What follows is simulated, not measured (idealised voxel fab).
Title: Process Module voxel transistor to metal
Displayed cross-section: cut, width of 210 nm, square cells sized 5 nm.
Square cells in a grid make up a cross-section in this document, and the grid is given as bands, listed from the top down, each one or more rows of cells.
Per band: top height and bottom height in nm, followed by the left-to-right materials and their widths in nm; "all across" marks a single material spanning edge to edge, "air" marks empty space.
Heights are measured from 0, the level below which the as-received wafer is all one material; the lowest band has no bottom and continues downward, written as in "0..down".
Top row gets the first number, bottom row gets the second, and each row in between changes by the same step: that is how a band width like "30..40" works.
Key: "no alterations made" - step with no changed cell in the cross-section.
Entry "Closed internal voids" = empty spaces >= 8 cells with no open way to the top; each as width x height at distance, distance from left edge, all nm.
Note: text after step settings on the step line = simulator remark on that step.
The line of a step may include "overlay nm". On a step with a mask, this value is how far to the right of its planned place the mask lay. A negative value means the mask lay to the left.
The following list gives the planned process steps:
1 RECEIVE, material Si
2 OXIDIZE, depth nm 5
3 CONFORMAL_DEP, material SiN, thk nm 10
4 PATTERN, tone cover, mask id ACTIVE, material resist, width nm 110, thk nm 20, overlay nm 0
5 DIRECTIONAL_ETCH, etch materials SiN, depth nm 10
6 DIRECTIONAL_ETCH, etch materials SiO2, depth nm 5
7 DIRECTIONAL_ETCH, etch materials Si, depth nm 30
8 STRIP, etch materials resist
9 OXIDIZE, depth nm 5
10 FILL_DEP, material SiO2, thk nm 10
11 CMP, height nm 10
12 SELECTIVE_ETCH, etch materials SiO2, depth nm 5
13 STRIP, etch materials SiN
14 SELECTIVE_ETCH, etch materials SiO2, depth nm 5
15 OXIDIZE, depth nm 5
16 DIRECTIONAL_DEP, material polySi, thk nm 20
17 DIRECTIONAL_DEP, material SiCN, thk nm 10
18 MASKED_ETCH, tone cover, mask id GATE, width nm 30, etch materials SiCN, depth nm 20, overlay nm 0
19 MASKED_ETCH, tone cover, mask id GATE, width nm 30, etch materials polySi, depth nm 30, overlay nm 0
20 CONFORMAL_DEP, material SiN, thk nm 5
21 DIRECTIONAL_ETCH, etch materials SiN, depth nm 5
22 DIRECTIONAL_ETCH, etch materials SiO2, depth nm 5
23 DIRECTIONAL_ETCH, etch materials Si, depth nm 15
24 EPI, material pSi, thk nm 20
25 FILL_DEP, material SiO2, thk nm 10
26 CMP, height nm 15
27 STRIP, etch materials polySi
28 SELECTIVE_ETCH, etch materials SiO2, depth nm 5
29 CONFORMAL_DEP, material HfO2, thk nm 5
30 CONFORMAL_DEP, material TiN, thk nm 5
31 FILL_DEP, material W, thk nm 10
32 CMP, height nm 10
33 DIRECTIONAL_DEP, material SiO2, thk nm 15
34 MASKED_ETCH, tone open, mask id CONTACT, width nm 15, pitch nm 75, etch materials SiO2, depth nm 30, overlay nm 0
35 CONFORMAL_DEP, material TiN, thk nm 5
36 FILL_DEP, material Ru, thk nm 5
37 CMP, height nm 25
38 DIRECTIONAL_DEP, material TiN, thk nm 5
39 DIRECTIONAL_DEP, material Ru, thk nm 20
40 DIRECTIONAL_DEP, material aC, thk nm 15
41 PATTERN, tone cover, mask id METAL_1, material resist, width nm 15, pitch nm 75, thk nm 35, overlay nm 0
42 DIRECTIONAL_ETCH, etch materials aC, depth nm 15
43 STRIP, etch materials resist
44 DIRECTIONAL_ETCH, etch materials Ru, depth nm 20
45 DIRECTIONAL_ETCH, etch materials TiN, depth nm 5
46 STRIP, etch materials aC
47 FILL_DEP, material lowk, thk nm 5
48 CMP, height nm 50
49 CONFORMAL_DEP, material SiN, thk nm 5
Here's what the wafer looked like in cross-section when it arrived - that's after step 1:
* 0..down = Si all across
* Closed internal voids: none
First of two wafers, end-of-module section, run followed plan:
* 55..50 = SiN all across
* 50..30 = 60 lowk | 15 Ru | 60 lowk | 15 Ru | 60 lowk
* 30..25 = 60 lowk | 15 TiN | 60 lowk | 15 TiN | 60 lowk
* 25..15 = 60 SiO2 | 5 TiN | 5 Ru | 5 TiN | 60 SiO2 | 5 TiN | 5 Ru | 5 TiN | 60 SiO2
* 15..10 = 60 SiO2 | 15 TiN | 60 SiO2 | 15 TiN | 60 SiO2
* 10..0 = 60 SiO2 | 5 TiN | 20 pSi | 5 SiN | 5 HfO2 | 5 TiN | 10 W | 5 TiN | 5 HfO2 | 5 SiN | 20 pSi | 5 TiN | 60 SiO2
* 0..-5 = 45 SiO2 | 5 SiN | 10 SiO2 | 5 TiN | 20 pSi | 5 SiN | 5 HfO2 | 20 TiN | 5 HfO2 | 5 SiN | 20 pSi | 5 TiN | 10 SiO2 | 5 SiN | 45 SiO2
* -5..-10 = 50 SiO2 | 35 pSi | 40 HfO2 | 35 pSi | 50 SiO2
* -10..-25 = 55 SiO2 | 30 pSi | 40 Si | 30 pSi | 55 SiO2
* -25..-40 = 55 SiO2 | 100 Si | 55 SiO2
* -40..down = Si all across
* Closed internal voids: none
The second wafer, shown in cross-section after the module: started the same way as the first and given the same plan, yet one mistake crept into how it was run:
* 55..50 = SiN all across
* 50..30 = 60 lowk | 15 Ru | 60 lowk | 15 Ru | 60 lowk
* 30..25 = 60 lowk | 15 TiN | 60 lowk | 15 TiN | 60 lowk
* 25..15 = 60 SiO2 | 5 TiN | 5 Ru | 5 TiN | 60 SiO2 | 5 TiN | 5 Ru | 5 TiN | 60 SiO2
* 15..10 = 60 SiO2 | 15 TiN | 60 SiO2 | 15 TiN | 60 SiO2
* 10..0 = 55..40 W | 5..20 TiN | 5 HfO2 | 20 pSi | 5 SiN | 30 polySi | 5 SiN | 20 pSi | 5 HfO2 | 5..20 TiN | 55..40 W
* 0..-5 = 40 W | 5 TiN | 20 HfO2 | 20 pSi | 5 SiN | 30 polySi | 5 SiN | 20 pSi | 20 HfO2 | 5 TiN | 40 W
* -5..-10 = 40 W | 5 TiN | 5 HfO2 | 35 pSi | 40 SiO2 | 35 pSi | 5 HfO2 | 5 TiN | 40 W
* -10..-20 = 40 W | 5..10 TiN | 10..5 HfO2 | 30 pSi | 40 Si | 30 pSi | 10..5 HfO2 | 5..10 TiN | 40 W
* -20..-25 = 45 W | 5 TiN | 5 HfO2 | 30 pSi | 40 Si | 30 pSi | 5 HfO2 | 5 TiN | 45 W
* -25..-30 = 45 W | 5 TiN | 5 HfO2 | 100 Si | 5 HfO2 | 5 TiN | 45 W
* -30..-35 = 50 TiN | 5 HfO2 | 100 Si | 5 HfO2 | 50 TiN
* -35..-40 = 55 HfO2 | 100 Si | 55 HfO2
* -40..down = Si all across
* Closed internal voids: none
Where did the run depart from the plan? step 27 changed vs plan, executed as STRIP, etch materials SiO2
End of process, cell counts, second wafer against first, materials with more or fewer: +34 HfO2 | -2 SiN | -214 SiO2 | +30 TiN | +134 W | +18 polySi
